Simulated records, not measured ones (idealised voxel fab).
Herein follows the process module entitled voxel tone inversion.
Xsec cut, 250 nm wide, square cell size 5 nm.
We lay out every cross-section as a grid of square cells and spell it out in bands from the top down, where one band means one or more rows of cells.
In this notation a band is specified by the heights of its top and bottom, in that order and in nm, after which its materials appear from left to right, each paired with its width in nm. The word "edge to edge" attached to a single material means that material fills the band from edge to edge; the word "blank" stands for empty space.
The reference from which all heights are counted is 0, the level beneath which the as-received wafer is entirely one material; the lowest band, having no lower bound, proceeds downward and is written after the example "0..down".
When a width is written as two numbers, as in "30..40", the first number is the width in the top row of cells of the band and the second is the width in its bottom row, and the width changes by the same amount from each row to the next.
Step marked "nothing changed"? Then no cell in the cross-section changed in it.
Closed empty spaces (no open way to the top) of 8 cells or more are what "Unvented internal voids" lists, each as width x height at distance from the left edge, nm for all three.
The remark found on a step's line after its settings is issued by the simulator itself and pertains to that step.
The line of a step may include "overlay nm". On a step with a mask, this value is how far to the right of its planned place the mask lay. A negative value means the mask lay to the left.

-- So here's the lineup of process steps we planned
- 1: RECEIVE, material Si
- 2: CONFORMAL_DEP, material SiN, thk nm 5
- 3: DIRECTIONAL_DEP, material polySi, thk nm 25
- 4: PATTERN, tone cover, mask id POSTS, material resist, width nm 20, pitch nm 35, thk nm 30, overlay nm 0
- 5: DIRECTIONAL_ETCH, etch materials polySi, depth nm 25
- 6: STRIP, etch materials resist
- 7: FILL_DEP, material SiO2, thk nm 5
- 8: CMP, height nm 30
- 9: STRIP, etch materials polySi

-- Cross-sectional view of the wafer in its as-received condition, corresponding to the state after step 1
  0..down = Si edge to edge
  Unvented internal voids: none

-- first wafer at the end, as planned
  30..5 = SiO2 95, then blank 20, then SiO2 15, then blank 20, then SiO2 100
  5..0 = SiN edge to edge
  0..down = Si edge to edge
  Unvented internal voids: none

-- Second wafer through the module, sectioned at the end: same beginning and same plan as the first wafer, with one mistake in carrying it out
  30..15 = SiO2 95, then blank 20, then SiO2 15, then blank 20, then SiO2 100
  15..0 = SiN edge to edge
  0..down = Si edge to edge
  Unvented internal voids: none
It is concluded that the wafer was processed incorrectly with respect to the plan, in that step 2 was not run as planned; what actually ran was CONFORMAL_DEP, material SiN, thk nm 15
Count the cells at the end and the second wafer has more or fewer of some materials than the first: SiN +100, SiO2 -84
